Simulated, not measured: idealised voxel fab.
The process module presented herein is designated voxel transistor to metal.
FYI the section here is cut, 185 nm wide, cells are 5 nm squares.
For the purposes of this document, a cross-section shall be understood as a grid of square cells, specified as bands listed in top-to-bottom order, each band consisting of one or more rows of cells.
For a band, the entry starts with two heights in nm, that of the top and then that of the bottom, and carries on with the band's materials in order from left to right, each alongside its width in nm; the word "everywhere" beside a single material means it fills the band edge to edge, and "air" means empty space.
Height datum 0, below which the as-received substrate wafer is one material. Lowest band open at the bottom, running downward: "0 and below".
A two-number width, for instance "30 to 40", indicates that the width is equal to the first number in the top row of the band and to the second number in the bottom row, and that it changes by a constant amount per row of cells.
The designation "same as before", where it is given for a processing step, indicates that no cell of the cross-section was altered in the course of that step.
The label "Enclosed void list" introduces a list of the empty spaces, 8 cells or larger, that have no open way up to the top; each entry in it reads width x height at distance, where the distance is taken from the left edge and all three are stated in nm.
It should be noted that, on the line of a given step, the content following the step's settings is a remark produced by the simulator itself with respect to that step.
overlay nm: on a step with a mask, how far right of its planned place the mask lay; negative means left.
Structure of the following material. The material consists of pairs of cross-sections. Each pair comprises the cross-section before one process step and the cross-section after that step, the latter shown only down to the lowest band that changed. The step between the cross-sections is specified beneath each pair, including its settings. Pairs are not necessarily consecutive: they may derive from different runs of this module performed on the same starting wafer. Continuity with the pair above is to be assumed only where the entry headed "Prior to step" of the pair in question states it.
**Prior to step**
  30 down to 25  55 of TiN, then 5 of air, then 65 of TiN, then 5 of air, then 55 of TiN
  25 down to 10  50 of SiO2, then 5 of TiN, then 5 of air, then 5 of TiN, then 55 of SiO2, then 5 of TiN, then 5 of air, then 5 of TiN, then 50 of SiO2
  10 down to 0  50 of SiO2, then 5 of TiN, then 5 of air, then 5 of TiN, then 5 of SiO2, then 10 of SiN, then 5 of HfO2, then 5 of TiN, then 5 of Cu, then 5 of TiN, then 5 of HfO2, then 10 of SiN, then 5 of SiO2, then 5 of TiN, then 5 of air, then 5 of TiN, then 50 of SiO2
  0 down to -5  40 of SiO2, then 10 of SiN, then 15 of TiN, then 5 of SiO2, then 10 of SiN, then 5 of HfO2, then 15 of TiN, then 5 of HfO2, then 10 of SiN, then 5 of SiO2, then 15 of TiN, then 10 of SiN, then 40 of SiO2
  -5 down to -10  50 of SiO2, then 20 of nSi, then 5 of SiO2, then 35 of HfO2, then 5 of SiO2, then 20 of nSi, then 50 of SiO2
  -10 down to -30  45 of SiO2, then 95 of Si, then 45 of SiO2
  -30 and below  Si everywhere
  Enclosed void list: none
**Post-Step Geometry**
  35 down to 30  W everywhere
  30 down to 25  55 of TiN, then 5 of W, then 65 of TiN, then 5 of W, then 55 of TiN
  25 down to 10  50 of SiO2, then 5 of TiN, then 5 of W, then 5 of TiN, then 55 of SiO2, then 5 of TiN, then 5 of W, then 5 of TiN, then 50 of SiO2
  10 down to 0  50 of SiO2, then 5 of TiN, then 5 of W, then 5 of TiN, then 5 of SiO2, then 10 of SiN, then 5 of HfO2, then 5 of TiN, then 5 of Cu, then 5 of TiN, then 5 of HfO2, then 10 of SiN, then 5 of SiO2, then 5 of TiN, then 5 of W, then 5 of TiN, then 50 of SiO2
  Anything lower than 0 is untouched.
  Enclosed void list: none
Step between the pre-process and post-process cross-sections given above: FILL_DEP,material W,thk nm 5
Prior to step: This step starts from the configuration shown after the step in the pair immediately above.
**Post-Step Geometry**
  25 down to 10  50 of SiO2, then 5 of TiN, then 5 of W, then 5 of TiN, then 55 of SiO2, then 5 of TiN, then 5 of W, then 5 of TiN, then 50 of SiO2
  Anything lower than 10 is untouched.
  Enclosed void list: none
Step between the pre-process and post-process cross-sections given above: CMP,height nm 25
Prior to step: This step starts from the configuration shown after the step in the pair immediately above.
**Post-Step Geometry**
  30 down to 25  TiN everywhere
  Anything lower than 25 is untouched.
  Enclosed void list: none
Step between the pre-process and post-process cross-sections given above: DIRECTIONAL_DEP,material TiN,thk nm 5
Prior to step: This step starts from the configuration shown after the step in the pair immediately above.
**Post-Step Geometry**
  45 down to 30  W everywhere
  Anything lower than 30 is untouched.
  Enclosed void list: none
Step between the pre-process and post-process cross-sections given above: DIRECTIONAL_DEP,material W,thk nm 15
Prior to step: This step starts from the configuration shown after the step in the pair immediately above.
**Post-Step Geometry**
  60 down to 45  aC everywhere
  Anything lower than 45 is untouched.
  Enclosed void list: none
Step between the pre-process and post-process cross-sections given above: DIRECTIONAL_DEP,material aC,thk nm 15
Prior to step: This step starts from the configuration shown after the step in the pair immediately above.
**Post-Step Geometry**
  95 down to 60  50 of air, then 15 of resist, then 55 of air, then 15 of resist, then 50 of air
  Anything lower than 60 is untouched.
  Enclosed void list: none
Step between the pre-process and post-process cross-sections given above: PATTERN,tone cover,mask id METAL_1,material resist,width nm 15,pitch nm 70,thk nm 35,overlay nm 0
Prior to step: This step starts from the configuration shown after the step in the pair immediately above.
**Post-Step Geometry**
  80 down to 60  50 of air, then 15 of resist, then 55 of air, then 15 of resist, then 50 of air
  60 down to 45  50 of air, then 15 of aC, then 55 of air, then 15 of aC, then 50 of air
  Anything lower than 45 is untouched.
  Enclosed void list: none
Step between the pre-process and post-process cross-sections given above: DIRECTIONAL_ETCH,etch materials aC,depth nm 15
Prior to step: This step starts from the configuration shown after the step in the pair immediately above.
**Post-Step Geometry**
  60 down to 45  50 of air, then 15 of aC, then 55 of air, then 15 of aC, then 50 of air
  Anything lower than 45 is untouched.
  Enclosed void list: none
Step between the pre-process and post-process cross-sections given above: STRIP,etch materials resist
Prior to step: This step starts from the configuration shown after the step in the pair immediately above.
**Post-Step Geometry**
  60 down to 45  50 of air, then 15 of aC, then 55 of air, then 15 of aC, then 50 of air
  45 down to 30  50 of air, then 15 of W, then 55 of air, then 15 of W, then 50 of air
  Anything lower than 30 is untouched.
  Enclosed void list: none
Step between the pre-process and post-process cross-sections given above: DIRECTIONAL_ETCH,etch materials W,depth nm 15
Prior to step: This step starts from the configuration shown after the step in the pair immediately above.
**Post-Step Geometry**
  60 down to 45  50 of air, then 15 of aC, then 55 of air, then 15 of aC, then 50 of air
  45 down to 30  50 of air, then 15 of W, then 55 of air, then 15 of W, then 50 of air
  30 down to 25  50 of air, then 15 of TiN, then 55 of air, then 15 of TiN, then 50 of air
  Anything lower than 25 is untouched.
  Enclosed void list: none
Step between the pre-process and post-process cross-sections given above: DIRECTIONAL_ETCH,etch materials TiN,depth nm 5
Prior to step: This step starts from the configuration shown after the step in the pair immediately above.
**Post-Step Geometry**
  45 down to 30  50 of air, then 15 of W, then 55 of air, then 15 of W, then 50 of air
  Anything lower than 30 is untouched.
  Enclosed void list: none
Step between the pre-process and post-process cross-sections given above: STRIP,etch materials aC
Prior to step: This step starts from the configuration shown after the step in the pair immediately above.
**Post-Step Geometry**
  55 down to 45  lowk everywhere
  45 down to 30  50 of lowk, then 15 of W, then 55 of lowk, then 15 of W, then 50 of lowk
  30 down to 25  50 of lowk, then 15 of TiN, then 55 of lowk, then 15 of TiN, then 50 of lowk
  Anything lower than 25 is untouched.
  Enclosed void list: none
Step between the pre-process and post-process cross-sections given above: FILL_DEP,material lowk,thk nm 10
Prior to step: This step starts from the configuration shown after the step in the pair immediately above.
**Post-Step Geometry**
  45 down to 30  50 of lowk, then 15 of W, then 55 of lowk, then 15 of W, then 50 of lowk
  Anything lower than 30 is untouched.
  Enclosed void list: none
Step between the pre-process and post-process cross-sections given above: CMP,height nm 45
Prior to step: This step starts from the configuration shown after the step in the pair immediately above.
**Post-Step Geometry**
  50 down to 45  SiCN everywhere
  Anything lower than 45 is untouched.
  Enclosed void list: none
Step between the pre-process and post-process cross-sections given above: CONFORMAL_DEP,material SiCN,thk nm 5
Prior to step: This step starts from the configuration shown after the step in the pair immediately above.
**Post-Step Geometry**
  85 down to 50  SiO2 everywhere
  Anything lower than 50 is untouched.
  Enclosed void list: none
Step between the pre-process and post-process cross-sections given above: DIRECTIONAL_DEP,material SiO2,thk nm 35
Prior to step: This step starts from the configuration shown after the step in the pair immediately above.
**Post-Step Geometry**
  105 down to 85  50 of resist, then 15 of air, then 55 of resist, then 15 of air, then 50 of resist
  Anything lower than 85 is untouched.
  Enclosed void list: none
Step between the pre-process and post-process cross-sections given above: PATTERN,tone open,mask id METAL_2,material resist,width nm 15,pitch nm 70,thk nm 20,overlay nm 0
Prior to step: This step starts from the configuration shown after the step in the pair immediately above.
**Post-Step Geometry**
  105 down to 85  50 of resist, then 15 of air, then 55 of resist, then 15 of air, then 50 of resist
  85 down to 65  50 of SiO2, then 15 of air, then 55 of SiO2, then 15 of air, then 50 of SiO2
  Anything lower than 65 is untouched.
  Enclosed void list: none
Step between the pre-process and post-process cross-sections given above: DIRECTIONAL_ETCH,etch materials SiO2,depth nm 20
Prior to step: This step starts from the configuration shown after the step in the pair immediately above.
**Post-Step Geometry**
  85 down to 65  50 of SiO2, then 15 of air, then 55 of SiO2, then 15 of air, then 50 of SiO2
  Anything lower than 65 is untouched.
  Enclosed void list: none
Step between the pre-process and post-process cross-sections given above: STRIP,etch materials resist
Prior to step: This step starts from the configuration shown after the step in the pair immediately above.
**Post-Step Geometry**
  85 down to 50  50 of SiO2, then 15 of air, then 55 of SiO2, then 15 of air, then 50 of SiO2
  Anything lower than 50 is untouched.
  Enclosed void list: none
Step between the pre-process and post-process cross-sections given above: MASKED_ETCH,tone open,mask id METAL_2_HOLES,width nm 15,pitch nm 70,etch materials SiO2,depth nm 15,overlay nm 0
Prior to step: This step starts from the configuration shown after the step in the pair immediately above.
**Post-Step Geometry**
  85 down to 50  50 of SiO2, then 15 of air, then 55 of SiO2, then 15 of air, then 50 of SiO2
  50 down to 45  50 of SiCN, then 15 of air, then 55 of SiCN, then 15 of air, then 50 of SiCN
  Anything lower than 45 is untouched.
  Enclosed void list: none
Step between the pre-process and post-process cross-sections given above: MASKED_ETCH,tone open,mask id METAL_2_HOLES,width nm 15,pitch nm 70,etch materials SiCN,depth nm 5,overlay nm 0
Prior to step: This step starts from the configuration shown after the step in the pair immediately above.
**Post-Step Geometry**
  90 down to 85  55 of TiN, then 5 of air, then 65 of TiN, then 5 of air, then 55 of TiN
  85 down to 50  50 of SiO2, then 5 of TiN, then 5 of air, then 5 of TiN, then 55 of SiO2, then 5 of TiN, then 5 of air, then 5 of TiN, then 50 of SiO2
  50 down to 45  50 of SiCN, then 15 of TiN, then 55 of SiCN, then 15 of TiN, then 50 of SiCN
  Anything lower than 45 is untouched.
  Enclosed void list: none
Step between the pre-process and post-process cross-sections given above: CONFORMAL_DEP,material TiN,thk nm 5
Prior to step: This step starts from the configuration shown after the step in the pair immediately above.
**Post-Step Geometry**
  100 down to 90  Cu everywhere
  90 down to 85  55 of TiN, then 5 of Cu, then 65 of TiN, then 5 of Cu, then 55 of TiN
  85 down to 50  50 of SiO2, then 5 of TiN, then 5 of Cu, then 5 of TiN, then 55 of SiO2, then 5 of TiN, then 5 of Cu, then 5 of TiN, then 50 of SiO2
  Anything lower than 50 is untouched.
  Enclosed void list: none
Step between the pre-process and post-process cross-sections given above: FILL_DEP,material Cu,thk nm 10
Prior to step: This step starts from the configuration shown after the step in the pair immediately above.
**Post-Step Geometry**
  85 down to 50  50 of SiO2, then 5 of TiN, then 5 of Cu, then 5 of TiN, then 55 of SiO2, then 5 of TiN, then 5 of Cu, then 5 of TiN, then 50 of SiO2
  Anything lower than 50 is untouched.
  Enclosed void list: none
Step between the pre-process and post-process cross-sections given above: CMP,height nm 85
Prior to step: This step starts from the configuration shown after the step in the pair immediately above.
**Post-Step Geometry**
  90 down to 85  SiCN everywhere
  Anything lower than 85 is untouched.
  Enclosed void list: none
Step between the pre-process and post-process cross-sections given above: CONFORMAL_DEP,material SiCN,thk nm 5
**Prior to step**
  85 down to 65  50 of SiO2, then 15 of air, then 55 of SiO2, then 15 of air, then 50 of SiO2
  65 down to 50  SiO2 everywhere
  50 down to 45  SiCN everywhere
  45 down to 30  50 of lowk, then 15 of W, then 55 of lowk, then 15 of W, then 50 of lowk
  30 down to 25  50 of lowk, then 15 of TiN, then 55 of lowk, then 15 of TiN, then 50 of lowk
  25 down to 10  50 of SiO2, then 5 of TiN, then 5 of W, then 5 of TiN, then 55 of SiO2, then 5 of TiN, then 5 of W, then 5 of TiN, then 50 of SiO2
  10 down to 0  50 of SiO2, then 5 of TiN, then 5 of W, then 5 of TiN, then 5 of SiO2, then 10 of SiN, then 5 of HfO2, then 5 of TiN, then 5 of W, then 5 of TiN, then 5 of HfO2, then 10 of SiN, then 5 of SiO2, then 5 of TiN, then 5 of W, then 5 of TiN, then 50 of SiO2
  0 down to -5  40 of SiO2, then 10 of SiN, then 15 of TiN, then 5 of SiO2, then 10 of SiN, then 5 of HfO2, then 15 of TiN, then 5 of HfO2, then 10 of SiN, then 5 of SiO2, then 15 of TiN, then 10 of SiN, then 40 of SiO2
  -5 down to -10  50 of SiO2, then 20 of nSi, then 5 of SiO2, then 35 of HfO2, then 5 of SiO2, then 20 of nSi, then 50 of SiO2
  -10 down to -30  45 of SiO2, then 95 of Si, then 45 of SiO2
  -30 and below  Si everywhere
  Enclosed void list: none
**Post-Step Geometry**
  70 down to 65  50 of SiO2, then 15 of air, then 55 of SiO2, then 15 of air, then 50 of SiO2
  Anything lower than 65 is untouched.
  Enclosed void list: none
Step between the pre-process and post-process cross-sections given above: MASKED_ETCH,tone cover,mask id METAL_2_HOLES,width nm 15,pitch nm 70,etch materials SiO2,depth nm 15,overlay nm 0
Prior to step: This step starts from the configuration shown after the step in the pair immediately above.
**Post-Step Geometry**
  75 down to 70  55 of TiN, then 5 of air, then 65 of TiN, then 5 of air, then 55 of TiN
  70 down to 65  50 of SiO2, then 15 of TiN, then 55 of SiO2, then 15 of TiN, then 50 of SiO2
  Anything lower than 65 is untouched.
  Enclosed void list: none
Step between the pre-process and post-process cross-sections given above: CONFORMAL_DEP,material TiN,thk nm 5
Prior to step: This step starts from the configuration shown after the step in the pair immediately above.
**Post-Step Geometry**
  85 down to 75  Cu everywhere
  75 down to 70  55 of TiN, then 5 of Cu, then 65 of TiN, then 5 of Cu, then 55 of TiN
  Anything lower than 70 is untouched.
  Enclosed void list: none
Step between the pre-process and post-process cross-sections given above: FILL_DEP,material Cu,thk nm 10
Prior to step: This step starts from the configuration shown after the step in the pair immediately above.
**Post-Step Geometry**
  90 down to 85  SiCN everywhere
  Anything lower than 85 is untouched.
  Enclosed void list: none
Step between the pre-process and post-process cross-sections given above: CONFORMAL_DEP,material SiCN,thk nm 5
